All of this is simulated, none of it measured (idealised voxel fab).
process module | voxel transistor to metal
cross-section cut | 155 nm wide | cells 5 nm
A cross-section is a grid of square cells, given in bands from the top down. A band is one or more rows of cells.
Each band's line starts with the height of the band's top and of its bottom, in nm. Then come its materials from left to right, each with its width in nm. One material with "throughout" fills the band from edge to edge. "air" is empty space.
Height 0 is the level under which the wafer as received is all one material. The lowest band goes on downwards, as in "0 down".
A width such as "30 to 40" changes by the same amount from each row of cells to the next, from the band's top row to its bottom row.
"no change" after a step means that no cell of the cross-section changed.
closed voids: empty space of 8 cells or more with no open way to the top, each as width x height at its distance from the left edge, in nm
after a step's settings: what the simulator itself notes on the step
overlay nm, on a step with a mask: how far to the right of its planned place the mask lay; to the left if negative
plan
1 op RECEIVE | material Si
2 op CONFORMAL_DEP | material SiO2 | thk nm 5
3 op CONFORMAL_DEP | material SiN | thk nm 10
4 op PATTERN | tone cover | mask id ACTIVE | material resist | width nm 100 | thk nm 20 | overlay nm 0
5 op DIRECTIONAL_ETCH | etch materials SiN | depth nm 10
6 op DIRECTIONAL_ETCH | etch materials SiO2 | depth nm 5
7 op DIRECTIONAL_ETCH | etch materials Si | depth nm 25
8 op STRIP | etch materials resist
9 op OXIDIZE | depth nm 5
10 op FILL_DEP | material SiO2 | thk nm 5
11 op CMP | height nm 15
12 op SELECTIVE_ETCH | etch materials SiO2 | depth nm 5
13 op STRIP | etch materials SiN
14 op SELECTIVE_ETCH | etch materials SiO2 | depth nm 5
15 op OXIDIZE | depth nm 5
16 op DIRECTIONAL_DEP | material polySi | thk nm 30
17 op DIRECTIONAL_DEP | material SiCN | thk nm 15
18 op MASKED_ETCH | tone cover | mask id GATE | width nm 20 | etch materials SiCN | depth nm 25 | overlay nm 0
19 op MASKED_ETCH | tone cover | mask id GATE | width nm 20 | etch materials polySi | depth nm 40 | overlay nm 0
20 op CONFORMAL_DEP | material SiN | thk nm 10
21 op DIRECTIONAL_ETCH | etch materials SiN | depth nm 10
22 op DIRECTIONAL_ETCH | etch materials SiO2 | depth nm 5
23 op EPI | material SiGe | thk nm 5
24 op FILL_DEP | material SiO2 | thk nm 10
25 op CMP | height nm 45
26 op DIRECTIONAL_DEP | material SiO2 | thk nm 10
27 op PATTERN | tone open | mask id CONTACT | material resist | width nm 15 | pitch nm 65 | thk nm 20 | overlay nm 0
28 op DIRECTIONAL_ETCH | etch materials SiO2 | depth nm 55
29 op STRIP | etch materials resist
30 op CONFORMAL_DEP | material TiN | thk nm 5
31 op FILL_DEP | material W | thk nm 5
32 op CMP | height nm 55
33 op DIRECTIONAL_DEP | material TiN | thk nm 5
34 op DIRECTIONAL_DEP | material Ru | thk nm 20
35 op PATTERN | tone cover | mask id METAL_1 | material resist | width nm 15 | pitch nm 65 | thk nm 20 | overlay nm 0
36 op DIRECTIONAL_ETCH | etch materials Ru | depth nm 20
37 op DIRECTIONAL_ETCH | etch materials TiN | depth nm 5
38 op STRIP | etch materials resist
39 op FILL_DEP | material SiO2 | thk nm 10
40 op CMP | height nm 80
41 op CONFORMAL_DEP | material SiCN | thk nm 5
42 op DIRECTIONAL_DEP | material lowk | thk nm 25
43 op DIRECTIONAL_DEP | material aC | thk nm 10
44 op PATTERN | tone open | mask id METAL_2 | material resist | width nm 15 | pitch nm 65 | thk nm 30 | overlay nm 0
45 op DIRECTIONAL_ETCH | etch materials aC | depth nm 10
46 op STRIP | etch materials resist
47 op DIRECTIONAL_ETCH | etch materials lowk | depth nm 15
48 op STRIP | etch materials aC
49 op MASKED_ETCH | tone open | mask id METAL_2_HOLES | width nm 15 | pitch nm 65 | etch materials lowk | depth nm 10 | overlay nm 0
50 op MASKED_ETCH | tone open | mask id METAL_2_HOLES | width nm 15 | pitch nm 65 | etch materials SiCN | depth nm 5 | overlay nm 0
51 op CONFORMAL_DEP | material TiN | thk nm 5
52 op FILL_DEP | material Cu | thk nm 10
53 op CMP | height nm 110
54 op CONFORMAL_DEP | material SiN | thk nm 5
first wafer, as planned
as received, after step 1
  0 down: Si throughout
  closed voids: none
after step 2
  5 to 0: SiO2 throughout
  below 0: unchanged
after step 3
  15 to 5: SiN throughout
  below 5: unchanged
after step 4
  35 to 15: air 25 | resist 100 | air 30
  below 15: unchanged
after step 5
  35 to 15: air 25 | resist 100 | air 30
  15 to 5: air 25 | SiN 100 | air 30
  below 5: unchanged
after step 6
  35 to 15: air 25 | resist 100 | air 30
  15 to 5: air 25 | SiN 100 | air 30
  5 to 0: air 25 | SiO2 100 | air 30
  below 0: unchanged
after step 7
  35 to 15: air 25 | resist 100 | air 30
  15 to 5: air 25 | SiN 100 | air 30
  5 to 0: air 25 | SiO2 100 | air 30
  0 to -25: air 25 | Si 100 | air 30
  below -25: unchanged
after step 8
  15 to 5: air 25 | SiN 100 | air 30
  below 5: unchanged
after step 9
  15 to 5: air 25 | SiN 100 | air 30
  5 to 0: air 25 | SiO2 100 | air 30
  0 to -25: air 25 | SiO2 5 | Si 90 | SiO2 5 | air 30
  -25 to -30: SiO2 30 | Si 90 | SiO2 35
  below -30: unchanged
after step 10
  20 to 15: SiO2 throughout
  15 to 5: SiO2 25 | SiN 100 | SiO2 30
  5 to 0: SiO2 throughout
  0 to -30: SiO2 30 | Si 90 | SiO2 35
  below -30: unchanged
after step 11
  15 to 5: SiO2 25 | SiN 100 | SiO2 30
  below 5: unchanged
after step 12
  15 to 10: air 25 | SiN 100 | air 30
  below 10: unchanged
after step 13
  10 to 5: SiO2 25 | air 100 | SiO2 30
  below 5: unchanged
after step 14
  5 to 0: SiO2 20 | air 110 | SiO2 25
  below 0: unchanged
after step 15
  5 to 0: SiO2 20 | air 110 | SiO2 25
  0 to -5: SiO2 throughout
  below -5: unchanged
after step 16
  35 to 30: polySi 20 | air 110 | polySi 25
  30 to 5: polySi throughout
  5 to 0: SiO2 20 | polySi 110 | SiO2 25
  below 0: unchanged
after step 17
  50 to 45: SiCN 20 | air 110 | SiCN 25
  45 to 35: SiCN throughout
  35 to 30: polySi 20 | SiCN 110 | polySi 25
  below 30: unchanged
after step 18
  45 to 35: air 65 | SiCN 20 | air 70
  35 to 30: polySi 20 | air 45 | SiCN 20 | air 45 | polySi 25
  below 30: unchanged
after step 19
  45 to 30: air 65 | SiCN 20 | air 70
  30 to 5: air 65 | polySi 20 | air 70
  5 to 0: SiO2 20 | air 45 | polySi 20 | air 45 | SiO2 25
  below 0: unchanged
after step 20
  55 to 45: air 55 | SiN 40 | air 60
  45 to 30: air 55 | SiN 10 | SiCN 20 | SiN 10 | air 60
  30 to 15: air 55 | SiN 10 | polySi 20 | SiN 10 | air 60
  15 to 10: SiN 30 | air 25 | SiN 10 | polySi 20 | SiN 10 | air 25 | SiN 35
  10 to 5: SiN 65 | polySi 20 | SiN 70
  5 to 0: SiO2 20 | SiN 45 | polySi 20 | SiN 45 | SiO2 25
  below 0: unchanged
after step 21
  45 to 30: air 55 | SiN 10 | SiCN 20 | SiN 10 | air 60
  30 to 5: air 55 | SiN 10 | polySi 20 | SiN 10 | air 60
  5 to 0: SiO2 20 | SiN 10 | air 25 | SiN 10 | polySi 20 | SiN 10 | air 25 | SiN 10 | SiO2 25
  below 0: unchanged
after step 22
  45 to 30: air 55 | SiN 10 | SiCN 20 | SiN 10 | air 60
  30 to 5: air 55 | SiN 10 | polySi 20 | SiN 10 | air 60
  5 to 0: air 20 | SiN 10 | air 25 | SiN 10 | polySi 20 | SiN 10 | air 25 | SiN 10 | air 25
  0 to -5: SiO2 30 | air 25 | SiO2 40 | air 25 | SiO2 35
  below -5: unchanged
after step 23
  45 to 30: air 55 | SiN 10 | SiCN 20 | SiN 10 | air 60
  30 to 5: air 55 | SiN 10 | polySi 20 | SiN 10 | air 60
  5 to 0: air 20 | SiN 10 | air 25 | SiN 10 | polySi 20 | SiN 10 | air 25 | SiN 10 | air 25
  0 to -5: SiO2 30 | SiGe 25 | SiO2 40 | SiGe 25 | SiO2 35
  below -5: unchanged
after step 24
  55 to 45: SiO2 throughout
  45 to 30: SiO2 55 | SiN 10 | SiCN 20 | SiN 10 | SiO2 60
  30 to 5: SiO2 55 | SiN 10 | polySi 20 | SiN 10 | SiO2 60
  5 to 0: SiO2 20 | SiN 10 | SiO2 25 | SiN 10 | polySi 20 | SiN 10 | SiO2 25 | SiN 10 | SiO2 25
  below 0: unchanged
after step 25
  45 to 30: SiO2 55 | SiN 10 | SiCN 20 | SiN 10 | SiO2 60
  below 30: unchanged
after step 26
  55 to 45: SiO2 throughout
  below 45: unchanged
after step 27
  75 to 55: resist 35 | air 15 | resist 50 | air 15 | resist 40
  below 55: unchanged
after step 28
  75 to 55: resist 35 | air 15 | resist 50 | air 15 | resist 40
  55 to 45: SiO2 35 | air 15 | SiO2 50 | air 15 | SiO2 40
  45 to 30: SiO2 35 | air 15 | SiO2 5 | SiN 10 | SiCN 20 | SiN 10 | SiO2 5 | air 15 | SiO2 40
  30 to 5: SiO2 35 | air 15 | SiO2 5 | SiN 10 | polySi 20 | SiN 10 | SiO2 5 | air 15 | SiO2 40
  5 to 0: SiO2 20 | SiN 10 | SiO2 5 | air 15 | SiO2 5 | SiN 10 | polySi 20 | SiN 10 | SiO2 5 | air 15 | SiO2 5 | SiN 10 | SiO2 25
  below 0: unchanged
after step 29
  55 to 45: SiO2 35 | air 15 | SiO2 50 | air 15 | SiO2 40
  below 45: unchanged
after step 30
  60 to 55: TiN 40 | air 5 | TiN 60 | air 5 | TiN 45
  55 to 45: SiO2 35 | TiN 5 | air 5 | TiN 5 | SiO2 50 | TiN 5 | air 5 | TiN 5 | SiO2 40
  45 to 30: SiO2 35 | TiN 5 | air 5 | TiN 5 | SiO2 5 | SiN 10 | SiCN 20 | SiN 10 | SiO2 5 | TiN 5 | air 5 | TiN 5 | SiO2 40
  30 to 5: SiO2 35 | TiN 5 | air 5 | TiN 5 | SiO2 5 | SiN 10 | polySi 20 | SiN 10 | SiO2 5 | TiN 5 | air 5 | TiN 5 | SiO2 40
  5 to 0: SiO2 20 | SiN 10 | SiO2 5 | TiN 15 | SiO2 5 | SiN 10 | polySi 20 | SiN 10 | SiO2 5 | TiN 15 | SiO2 5 | SiN 10 | SiO2 25
  below 0: unchanged
after step 31
  65 to 60: W throughout
  60 to 55: TiN 40 | W 5 | TiN 60 | W 5 | TiN 45
  55 to 45: SiO2 35 | TiN 5 | W 5 | TiN 5 | SiO2 50 | TiN 5 | W 5 | TiN 5 | SiO2 40
  45 to 30: SiO2 35 | TiN 5 | W 5 | TiN 5 | SiO2 5 | SiN 10 | SiCN 20 | SiN 10 | SiO2 5 | TiN 5 | W 5 | TiN 5 | SiO2 40
  30 to 5: SiO2 35 | TiN 5 | W 5 | TiN 5 | SiO2 5 | SiN 10 | polySi 20 | SiN 10 | SiO2 5 | TiN 5 | W 5 | TiN 5 | SiO2 40
  below 5: unchanged
after step 32
  55 to 45: SiO2 35 | TiN 5 | W 5 | TiN 5 | SiO2 50 | TiN 5 | W 5 | TiN 5 | SiO2 40
  below 45: unchanged
after step 33
  60 to 55: TiN throughout
  below 55: unchanged
after step 34
  80 to 60: Ru throughout
  below 60: unchanged
after step 35
  100 to 80: air 35 | resist 15 | air 50 | resist 15 | air 40
  below 80: unchanged
after step 36
  100 to 80: air 35 | resist 15 | air 50 | resist 15 | air 40
  80 to 60: air 35 | Ru 15 | air 50 | Ru 15 | air 40
  below 60: unchanged
after step 37
  100 to 80: air 35 | resist 15 | air 50 | resist 15 | air 40
  80 to 60: air 35 | Ru 15 | air 50 | Ru 15 | air 40
  60 to 55: air 35 | TiN 15 | air 50 | TiN 15 | air 40
  below 55: unchanged
after step 38
  80 to 60: air 35 | Ru 15 | air 50 | Ru 15 | air 40
  below 60: unchanged
after step 39
  90 to 80: SiO2 throughout
  80 to 60: SiO2 35 | Ru 15 | SiO2 50 | Ru 15 | SiO2 40
  60 to 55: SiO2 35 | TiN 15 | SiO2 50 | TiN 15 | SiO2 40
  below 55: unchanged
after step 40
  80 to 60: SiO2 35 | Ru 15 | SiO2 50 | Ru 15 | SiO2 40
  below 60: unchanged
after step 41
  85 to 80: SiCN throughout
  below 80: unchanged
after step 42
  110 to 85: lowk throughout
  below 85: unchanged
after step 43
  120 to 110: aC throughout
  below 110: unchanged
after step 44
  150 to 120: resist 35 | air 15 | resist 50 | air 15 | resist 40
  below 120: unchanged
after step 45
  140 to 120: resist 35 | air 15 | resist 50 | air 15 | resist 40
  120 to 110: aC 35 | air 15 | aC 50 | air 15 | aC 40
  below 110: unchanged
after step 46
  120 to 110: aC 35 | air 15 | aC 50 | air 15 | aC 40
  below 110: unchanged
after step 47
  120 to 110: aC 35 | air 15 | aC 50 | air 15 | aC 40
  110 to 95: lowk 35 | air 15 | lowk 50 | air 15 | lowk 40
  below 95: unchanged
after step 48
  110 to 95: lowk 35 | air 15 | lowk 50 | air 15 | lowk 40
  below 95: unchanged
after step 49
  110 to 85: lowk 35 | air 15 | lowk 50 | air 15 | lowk 40
  below 85: unchanged
after step 50
  110 to 85: lowk 35 | air 15 | lowk 50 | air 15 | lowk 40
  85 to 80: SiCN 35 | air 15 | SiCN 50 | air 15 | SiCN 40
  below 80: unchanged
after step 51
  115 to 110: TiN 40 | air 5 | TiN 60 | air 5 | TiN 45
  110 to 85: lowk 35 | TiN 5 | air 5 | TiN 5 | lowk 50 | TiN 5 | air 5 | TiN 5 | lowk 40
  85 to 80: SiCN 35 | TiN 15 | SiCN 50 | TiN 15 | SiCN 40
  below 80: unchanged
after step 52
  125 to 115: Cu throughout
  115 to 110: TiN 40 | Cu 5 | TiN 60 | Cu 5 | TiN 45
  110 to 85: lowk 35 | TiN 5 | Cu 5 | TiN 5 | lowk 50 | TiN 5 | Cu 5 | TiN 5 | lowk 40
  below 85: unchanged
after step 53
  110 to 85: lowk 35 | TiN 5 | Cu 5 | TiN 5 | lowk 50 | TiN 5 | Cu 5 | TiN 5 | lowk 40
  below 85: unchanged
after step 54
  115 to 110: SiN throughout
  below 110: unchanged
second wafer: like start, like plan, one mistake. Through step 41 it matches the first wafer
when step 42 should have ended
  100 to 85: lowk throughout
  below 85: unchanged
when step 43 should have ended
  110 to 100: aC throughout
  below 100: unchanged
when step 44 should have ended
  140 to 110: resist 35 | air 15 | resist 50 | air 15 | resist 40
  below 110: unchanged
when step 45 should have ended
  130 to 110: resist 35 | air 15 | resist 50 | air 15 | resist 40
  110 to 100: aC 35 | air 15 | aC 50 | air 15 | aC 40
  below 100: unchanged
when step 46 should have ended
  110 to 100: aC 35 | air 15 | aC 50 | air 15 | aC 40
  below 100: unchanged
when step 47 should have ended
  110 to 100: aC 35 | air 15 | aC 50 | air 15 | aC 40
  100 to 85: lowk 35 | air 15 | lowk 50 | air 15 | lowk 40
  below 85: unchanged
when step 48 should have ended
  100 to 85: lowk 35 | air 15 | lowk 50 | air 15 | lowk 40
  below 85: unchanged
when step 49 should have ended: no change
when step 50 should have ended
  100 to 85: lowk 35 | air 15 | lowk 50 | air 15 | lowk 40
  85 to 80: SiCN 35 | air 15 | SiCN 50 | air 15 | SiCN 40
  below 80: unchanged
when step 51 should have ended
  105 to 100: TiN 40 | air 5 | TiN 60 | air 5 | TiN 45
  100 to 85: lowk 35 | TiN 5 | air 5 | TiN 5 | lowk 50 | TiN 5 | air 5 | TiN 5 | lowk 40
  85 to 80: SiCN 35 | TiN 15 | SiCN 50 | TiN 15 | SiCN 40
  below 80: unchanged
when step 52 should have ended
  115 to 105: Cu throughout
  105 to 100: TiN 40 | Cu 5 | TiN 60 | Cu 5 | TiN 45
  100 to 85: lowk 35 | TiN 5 | Cu 5 | TiN 5 | lowk 50 | TiN 5 | Cu 5 | TiN 5 | lowk 40
  below 85: unchanged
when step 53 should have ended
  110 to 105: Cu throughout
  below 105: unchanged
when step 54 should have ended
  115 to 110: SiN throughout
  below 110: unchanged
what went wrong: step 42 ran as: op DIRECTIONAL_DEP | material lowk | thk nm 15
at the end the second wafer has, in cells: 29 more of Cu | 21 more of TiN | 50 fewer of lowk
